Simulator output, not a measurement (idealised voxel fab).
The process module presented herein is designated voxel capacitor over wiring.
In the cross-section labelled cut, the width is 250 nm and each square cell is 5 nm.
Bands, listed from the top down, are how a cross-section gets written in this document; the cross-section itself is a grid of square cells, and a band is one or more rows of them.
Basically the band line says how high the top is and how high the bottom is, in nm, and then what's in it from left to right, every material with its width in nm. Empty space shows up as "air", and if a single material carries "throughout" it runs the full band edge to edge.
Counting heights begins at 0, where everything beneath is, in the wafer as received, one material. The lowest band has no bottom; it goes on downwards, as "0 down" shows.
The width entry "30->40" should be interpreted row by row: the top row of cells in the band takes the first number, the bottom row takes the second number, and the change between adjacent rows is uniform throughout.
"nothing got changed" (step): cross-section cells unchanged, all of them.
So "Enclosed void listing" is basically the list of trapped voids: any empty space of 8 cells or more that can't reach the top through an opening. They're written width x height at distance, the distance being from the left edge, and it's all nm.
Where a step's line continues beyond its settings, the continuation is a remark by the simulator itself on that step.
The "overlay nm" setting may appear on a step's line; for a step that uses a mask, it gives how far to the right of its planned position the mask lay, and a negative value indicates the left.
-- List of planned process steps
1 op RECEIVE | material Si
2 op CONFORMAL_DEP | material SiO2 | thk nm 15
3 op DIRECTIONAL_DEP | material TiN | thk nm 5
4 op DIRECTIONAL_DEP | material W | thk nm 15
5 op MASKED_ETCH | tone cover | mask id METAL_1 | width nm 25 | pitch nm 75 | etch materials W | depth nm 15 | overlay nm 0
6 op MASKED_ETCH | tone cover | mask id METAL_1 | width nm 25 | pitch nm 75 | etch materials TiN | depth nm 5 | overlay nm 0
7 op FILL_DEP | material lowk | thk nm 10
8 op CMP | height nm 35
9 op CONFORMAL_DEP | material SiCN | thk nm 5
10 op DIRECTIONAL_DEP | material SiO2 | thk nm 15
11 op DIRECTIONAL_DEP | material aC | thk nm 15
12 op PATTERN | tone open | mask id PLUG_1 | material resist | width nm 15 | thk nm 30 | overlay nm 0
13 op DIRECTIONAL_ETCH | etch materials aC | depth nm 15
14 op STRIP | etch materials resist
15 op DIRECTIONAL_ETCH | etch materials SiO2 | depth nm 15
16 op DIRECTIONAL_ETCH | etch materials SiCN | depth nm 5
17 op STRIP | etch materials aC
18 op CONFORMAL_DEP | material TiN | thk nm 5
19 op FILL_DEP | material Cu | thk nm 10
20 op CMP | height nm 55
21 op DIRECTIONAL_DEP | material TiN | thk nm 5
22 op DIRECTIONAL_DEP | material Al2O3 | thk nm 5
23 op DIRECTIONAL_DEP | material TiN | thk nm 10
24 op DIRECTIONAL_DEP | material aC | thk nm 10
25 op PATTERN | tone cover | mask id UPPER_PLATE | material resist | width nm 55 | thk nm 30 | overlay nm 0
26 op DIRECTIONAL_ETCH | etch materials aC | depth nm 10
27 op STRIP | etch materials resist
28 op DIRECTIONAL_ETCH | etch materials TiN | depth nm 10
29 op DIRECTIONAL_ETCH | etch materials Al2O3 | depth nm 5
30 op STRIP | etch materials aC
31 op DIRECTIONAL_DEP | material aC | thk nm 15
32 op PATTERN | tone cover | mask id LOWER_PLATE | material resist | width nm 65 | thk nm 30 | overlay nm 0
33 op DIRECTIONAL_ETCH | etch materials aC | depth nm 15
34 op STRIP | etch materials resist
35 op DIRECTIONAL_ETCH | etch materials TiN | depth nm 5
36 op STRIP | etch materials aC
37 op FILL_DEP | material SiO2 | thk nm 20
38 op CMP | height nm 90
39 op DIRECTIONAL_DEP | material aC | thk nm 10
40 op PATTERN | tone open | mask id PLUG_2 | material resist | width nm 15 | thk nm 30 | overlay nm 0
41 op DIRECTIONAL_ETCH | etch materials aC | depth nm 10
42 op STRIP | etch materials resist
43 op DIRECTIONAL_ETCH | etch materials SiO2 | depth nm 15
44 op STRIP | etch materials aC
45 op CONFORMAL_DEP | material TiN | thk nm 5
46 op FILL_DEP | material W | thk nm 5
47 op CMP | height nm 90
48 op CONFORMAL_DEP | material SiCN | thk nm 5
-- Shown in cross-section is the wafer as received, that is, as it stands after step 1
    0 down | Si throughout
    Enclosed void listing: none
-- Module complete - cross-section of the first of two wafers, run according to plan
    95 to 90 | SiCN throughout
    90 to 80 | SiO2 95 nm; TiN 5 nm; W 5 nm; TiN 5 nm; SiO2 140 nm
    80 to 75 | SiO2 95 nm; TiN 15 nm; SiO2 140 nm
    75 to 65 | SiO2 85 nm; TiN 55 nm; SiO2 110 nm
    65 to 60 | SiO2 85 nm; Al2O3 55 nm; SiO2 110 nm
    60 to 55 | SiO2 80 nm; TiN 65 nm; SiO2 105 nm
    55 to 40 | SiO2 85 nm; TiN 5 nm; Cu 5 nm; TiN 5 nm; SiO2 150 nm
    40 to 35 | SiCN 85 nm; TiN 15 nm; SiCN 150 nm
    35 to 20 | lowk 75 nm; W 25 nm; lowk 50 nm; W 25 nm; lowk 75 nm
    20 to 15 | lowk 75 nm; TiN 25 nm; lowk 50 nm; TiN 25 nm; lowk 75 nm
    15 to 0 | SiO2 throughout
    0 down | Si throughout
    Enclosed void listing: none
-- Same start, same plan as the first wafer - but one mistake in the run. Cross-section of the second of the two at the end of the module
    95 to 90 | SiCN throughout
    90 to 80 | SiO2 95 nm; TiN 5 nm; W 5 nm; TiN 5 nm; SiO2 140 nm
    80 to 75 | SiO2 95 nm; TiN 15 nm; SiO2 140 nm
    75 to 65 | SiO2 85 nm; TiN 55 nm; SiO2 110 nm
    65 to 60 | SiO2 85 nm; Al2O3 55 nm; SiO2 110 nm
    60 to 55 | SiO2 80 nm; TiN 65 nm; SiO2 105 nm
    55 to 40 | SiO2 85 nm; TiN 5 nm; Cu 5 nm; TiN 5 nm; SiO2 150 nm
    40 to 35 | SiCN 85 nm; TiN 15 nm; SiCN 150 nm
    35 to 20 | lowk 85 nm; W 25 nm; lowk 50 nm; W 25 nm; lowk 65 nm
    20 to 15 | lowk 75 nm; TiN 35 nm; lowk 40 nm; TiN 35 nm; lowk 65 nm
    15 to 0 | SiO2 throughout
    0 down | Si throughout
    Enclosed void listing: none
Misprocessing identified: step 5 did not use the planned setting and instead ran as op MASKED_ETCH | tone cover | mask id METAL_1 | width nm 25 | pitch nm 75 | etch materials W | depth nm 15 | overlay nm 10
Final wafer comparison in cells, second versus first, more or fewer per material: +4 TiN | -4 lowk
